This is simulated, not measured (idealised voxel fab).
Module name: voxel gate over fins (process module)
Cross-section cut: width 190 nm, square cells of 5 nm.
Throughout this document, each cross-section is represented as a grid of square cells and is presented as a sequence of bands enumerated from the top downward, where a band comprises one or more rows of cells.
What a band's entry tells you: where the top is and where the bottom is, as heights in nm, and after that what lies inside, material by material from left to right, each with its width in nm. Empty space is written as the word "air", and a single material marked with the word "edge to edge" occupies the band from edge to edge.
Note: height 0 marks the level under which the wafer is uniformly one material as received. Lowest band unbounded below, written "top 0, no bottom".
A width given as "30..40" starts at the first number in the band's top row and ends at the second number in its bottom row, shifting by an equal amount at every step from row to row.
Where a step carries "no modification", the cross-section came out of it unchanged, cell for cell.
The entry titled "Enclosed void catalog" provides the empty spaces that have no open way to the top, restricted to those of 8 cells or more. Each is presented as width x height at distance, the distance being measured from the left edge, with all three in nm.
Anything after a step's settings on that line? It's the simulator's own note about the step.
overlay nm: step with mask; distance mask lay right of planned place; negative value = left of planned place.

### Steps planned for the process
1. RECEIVE: material Si
2. CONFORMAL_DEP: material SiN, thk nm 10
3. MASKED_ETCH: tone cover, mask id FINS, width nm 15, pitch nm 50, etch materials SiN, depth nm 10, overlay nm 0
4. MASKED_ETCH: tone cover, mask id FINS, width nm 15, pitch nm 50, etch materials Si, depth nm 35, overlay nm 0
5. OXIDIZE: depth nm 5
6. FILL_DEP: material SiO2, thk nm 15
7. CMP: height nm 10
8. PATTERN: tone open, mask id RAIL, material resist, width nm 15, thk nm 15, overlay nm 0
9. DIRECTIONAL_ETCH: etch materials SiO2, depth nm 40
10. STRIP: etch materials resist
11. CONFORMAL_DEP: material TiN, thk nm 5
12. FILL_DEP: material Ru, thk nm 10
13. CMP: height nm 10
14. SELECTIVE_ETCH: etch materials W Ru TiN, depth nm 30
15. FILL_DEP: material SiO2, thk nm 5
16. CMP: height nm 10
17. SELECTIVE_ETCH: etch materials SiO2, depth nm 25
18. STRIP: etch materials SiN
19. CONFORMAL_DEP: material HfO2, thk nm 5
20. CONFORMAL_DEP: material TiN, thk nm 5
21. CONFORMAL_DEP: material TiAl, thk nm 5
22. CONFORMAL_DEP: material TiN, thk nm 5
23. FILL_DEP: material W, thk nm 10
24. CMP: height nm 25
25. CONFORMAL_DEP: material SiN, thk nm 5

### First of two wafers - as planned

### Cross-section, incoming material, after step 1
> top 0, no bottom: Si edge to edge
> Enclosed void catalog: none

### You're looking at a cross-section of the wafer after step 2
> top 10, bottom 0: SiN edge to edge
> Below a height of 0, the structure has not been altered.

### You're looking at a cross-section of the wafer after step 3
> top 10, bottom 0: air 60 nm, SiN 15 nm, air 35 nm, SiN 15 nm, air 65 nm
> Below a height of 0, the structure has not been altered.

### You're looking at a cross-section of the wafer after step 4
> top 10, bottom 0: air 60 nm, SiN 15 nm, air 35 nm, SiN 15 nm, air 65 nm
> top 0, bottom -35: air 60 nm, Si 15 nm, air 35 nm, Si 15 nm, air 65 nm
> Below a height of -35, the structure has not been altered.

### You're looking at a cross-section of the wafer after step 5
> top 10, bottom 0: air 60 nm, SiN 15 nm, air 35 nm, SiN 15 nm, air 65 nm
> top 0, bottom -35: air 60 nm, SiO2 5 nm, Si 5 nm, SiO2 5 nm, air 35 nm, SiO2 5 nm, Si 5 nm, SiO2 5 nm, air 65 nm
> top -35, bottom -40: SiO2 65 nm, Si 5 nm, SiO2 45 nm, Si 5 nm, SiO2 70 nm
> Below a height of -40, the structure has not been altered.

### You're looking at a cross-section of the wafer after step 6
> top 25, bottom 10: SiO2 edge to edge
> top 10, bottom 0: SiO2 60 nm, SiN 15 nm, SiO2 35 nm, SiN 15 nm, SiO2 65 nm
> top 0, bottom -40: SiO2 65 nm, Si 5 nm, SiO2 45 nm, Si 5 nm, SiO2 70 nm
> Below a height of -40, the structure has not been altered.

### You're looking at a cross-section of the wafer after step 7
> top 10, bottom 0: SiO2 60 nm, SiN 15 nm, SiO2 35 nm, SiN 15 nm, SiO2 65 nm
> Below a height of 0, the structure has not been altered.

### You're looking at a cross-section of the wafer after step 8
> top 25, bottom 10: resist 85 nm, air 15 nm, resist 90 nm
> Below a height of 10, the structure has not been altered.

### You're looking at a cross-section of the wafer after step 9
> top 25, bottom 10: resist 85 nm, air 15 nm, resist 90 nm
> top 10, bottom 0: SiO2 60 nm, SiN 15 nm, SiO2 10 nm, air 15 nm, SiO2 10 nm, SiN 15 nm, SiO2 65 nm
> top 0, bottom -30: SiO2 65 nm, Si 5 nm, SiO2 15 nm, air 15 nm, SiO2 15 nm, Si 5 nm, SiO2 70 nm
> Below a height of -30, the structure has not been altered.

### You're looking at a cross-section of the wafer after step 10
> top 10, bottom 0: SiO2 60 nm, SiN 15 nm, SiO2 10 nm, air 15 nm, SiO2 10 nm, SiN 15 nm, SiO2 65 nm
> Below a height of 0, the structure has not been altered.

### You're looking at a cross-section of the wafer after step 11
> top 15, bottom 10: TiN 90 nm, air 5 nm, TiN 95 nm
> top 10, bottom 0: SiO2 60 nm, SiN 15 nm, SiO2 10 nm, TiN 5 nm, air 5 nm, TiN 5 nm, SiO2 10 nm, SiN 15 nm, SiO2 65 nm
> top 0, bottom -25: SiO2 65 nm, Si 5 nm, SiO2 15 nm, TiN 5 nm, air 5 nm, TiN 5 nm, SiO2 15 nm, Si 5 nm, SiO2 70 nm
> top -25, bottom -30: SiO2 65 nm, Si 5 nm, SiO2 15 nm, TiN 15 nm, SiO2 15 nm, Si 5 nm, SiO2 70 nm
> Below a height of -30, the structure has not been altered.

### You're looking at a cross-section of the wafer after step 12
> top 25, bottom 15: Ru edge to edge
> top 15, bottom 10: TiN 90 nm, Ru 5 nm, TiN 95 nm
> top 10, bottom 0: SiO2 60 nm, SiN 15 nm, SiO2 10 nm, TiN 5 nm, Ru 5 nm, TiN 5 nm, SiO2 10 nm, SiN 15 nm, SiO2 65 nm
> top 0, bottom -25: SiO2 65 nm, Si 5 nm, SiO2 15 nm, TiN 5 nm, Ru 5 nm, TiN 5 nm, SiO2 15 nm, Si 5 nm, SiO2 70 nm
> Below a height of -25, the structure has not been altered.

### You're looking at a cross-section of the wafer after step 13
> top 10, bottom 0: SiO2 60 nm, SiN 15 nm, SiO2 10 nm, TiN 5 nm, Ru 5 nm, TiN 5 nm, SiO2 10 nm, SiN 15 nm, SiO2 65 nm
> Below a height of 0, the structure has not been altered.

### You're looking at a cross-section of the wafer after step 14
> top 10, bottom 0: SiO2 60 nm, SiN 15 nm, SiO2 10 nm, air 15 nm, SiO2 10 nm, SiN 15 nm, SiO2 65 nm
> top 0, bottom -20: SiO2 65 nm, Si 5 nm, SiO2 15 nm, air 15 nm, SiO2 15 nm, Si 5 nm, SiO2 70 nm
> Below a height of -20, the structure has not been altered.

### You're looking at a cross-section of the wafer after step 15
> top 15, bottom 10: SiO2 edge to edge
> top 10, bottom 0: SiO2 60 nm, SiN 15 nm, SiO2 35 nm, SiN 15 nm, SiO2 65 nm
> top 0, bottom -20: SiO2 65 nm, Si 5 nm, SiO2 45 nm, Si 5 nm, SiO2 70 nm
> Below a height of -20, the structure has not been altered.

### You're looking at a cross-section of the wafer after step 16
> top 10, bottom 0: SiO2 60 nm, SiN 15 nm, SiO2 35 nm, SiN 15 nm, SiO2 65 nm
> Below a height of 0, the structure has not been altered.

### You're looking at a cross-section of the wafer after step 17
> top 10, bottom 0: air 60 nm, SiN 15 nm, air 35 nm, SiN 15 nm, air 65 nm
> top 0, bottom -15: air 65 nm, Si 5 nm, air 45 nm, Si 5 nm, air 70 nm
> Below a height of -15, the structure has not been altered.

### You're looking at a cross-section of the wafer after step 18
> top 0, bottom -15: air 65 nm, Si 5 nm, air 45 nm, Si 5 nm, air 70 nm
> Below a height of -15, the structure has not been altered.

### You're looking at a cross-section of the wafer after step 19
> top 5, bottom 0: air 60 nm, HfO2 15 nm, air 35 nm, HfO2 15 nm, air 65 nm
> top 0, bottom -10: air 60 nm, HfO2 5 nm, Si 5 nm, HfO2 5 nm, air 35 nm, HfO2 5 nm, Si 5 nm, HfO2 5 nm, air 65 nm
> top -10, bottom -15: HfO2 65 nm, Si 5 nm, HfO2 45 nm, Si 5 nm, HfO2 70 nm
> Below a height of -15, the structure has not been altered.

### You're looking at a cross-section of the wafer after step 20
> top 10, bottom 5: air 55 nm, TiN 25 nm, air 25 nm, TiN 25 nm, air 60 nm
> top 5, bottom 0: air 55 nm, TiN 5 nm, HfO2 15 nm, TiN 5 nm, air 25 nm, TiN 5 nm, HfO2 15 nm, TiN 5 nm, air 60 nm
> top 0, bottom -5: air 55 nm, TiN 5 nm, HfO2 5 nm, Si 5 nm, HfO2 5 nm, TiN 5 nm, air 25 nm, TiN 5 nm, HfO2 5 nm, Si 5 nm, HfO2 5 nm, TiN 5 nm, air 60 nm
> top -5, bottom -10: TiN 60 nm, HfO2 5 nm, Si 5 nm, HfO2 5 nm, TiN 35 nm, HfO2 5 nm, Si 5 nm, HfO2 5 nm, TiN 65 nm
> Below a height of -10, the structure has not been altered.

### You're looking at a cross-section of the wafer after step 21
> top 15, bottom 10: air 50 nm, TiAl 35 nm, air 15 nm, TiAl 35 nm, air 55 nm
> top 10, bottom 5: air 50 nm, TiAl 5 nm, TiN 25 nm, TiAl 5 nm, air 15 nm, TiAl 5 nm, TiN 25 nm, TiAl 5 nm, air 55 nm
> top 5, bottom 0: air 50 nm, TiAl 5 nm, TiN 5 nm, HfO2 15 nm, TiN 5 nm, TiAl 5 nm, air 15 nm, TiAl 5 nm, TiN 5 nm, HfO2 15 nm, TiN 5 nm, TiAl 5 nm, air 55 nm
> top 0, bottom -5: TiAl 55 nm, TiN 5 nm, HfO2 5 nm, Si 5 nm, HfO2 5 nm, TiN 5 nm, TiAl 25 nm, TiN 5 nm, HfO2 5 nm, Si 5 nm, HfO2 5 nm, TiN 5 nm, TiAl 60 nm
> Below a height of -5, the structure has not been altered.

### You're looking at a cross-section of the wafer after step 22
> top 20, bottom 15: air 45 nm, TiN 45 nm, air 5 nm, TiN 45 nm, air 50 nm
> top 15, bottom 10: air 45 nm, TiN 5 nm, TiAl 35 nm, TiN 5 nm, air 5 nm, TiN 5 nm, TiAl 35 nm, TiN 5 nm, air 50 nm
> top 10, bottom 5: air 45 nm, TiN 5 nm, TiAl 5 nm, TiN 25 nm, TiAl 5 nm, TiN 5 nm, air 5 nm, TiN 5 nm, TiAl 5 nm, TiN 25 nm, TiAl 5 nm, TiN 5 nm, air 50 nm
> top 5, bottom 0: TiN 50 nm, TiAl 5 nm, TiN 5 nm, HfO2 15 nm, TiN 5 nm, TiAl 5 nm, TiN 15 nm, TiAl 5 nm, TiN 5 nm, HfO2 15 nm, TiN 5 nm, TiAl 5 nm, TiN 55 nm
> Below a height of 0, the structure has not been altered.

### You're looking at a cross-section of the wafer after step 23
> top 30, bottom 20: W edge to edge
> top 20, bottom 15: W 45 nm, TiN 45 nm, W 5 nm, TiN 45 nm, W 50 nm
> top 15, bottom 10: W 45 nm, TiN 5 nm, TiAl 35 nm, TiN 5 nm, W 5 nm, TiN 5 nm, TiAl 35 nm, TiN 5 nm, W 50 nm
> top 10, bottom 5: W 45 nm, TiN 5 nm, TiAl 5 nm, TiN 25 nm, TiAl 5 nm, TiN 5 nm, W 5 nm, TiN 5 nm, TiAl 5 nm, TiN 25 nm, TiAl 5 nm, TiN 5 nm, W 50 nm
> Below a height of 5, the structure has not been altered.

### You're looking at a cross-section of the wafer after step 24
> top 25, bottom 20: W edge to edge
> Below a height of 20, the structure has not been altered.

### You're looking at a cross-section of the wafer after step 25
> top 30, bottom 25: SiN edge to edge
> Below a height of 25, the structure has not been altered.

### Wafer two. Same start, same plan, one slip in execution. Same as wafer one through step 24, inclusive

### Second wafer: cross-section at the scheduled end of step 25
> top 30, bottom 25: TiAl edge to edge
> Below a height of 25, the structure has not been altered.
Plan not followed: step 25, actual vs plan mismatch, actual run CONFORMAL_DEP: material TiAl, thk nm 5
Wafer comparison, final, in cells, second relative to first, materials more or fewer: -38 SiN; +38 TiAl
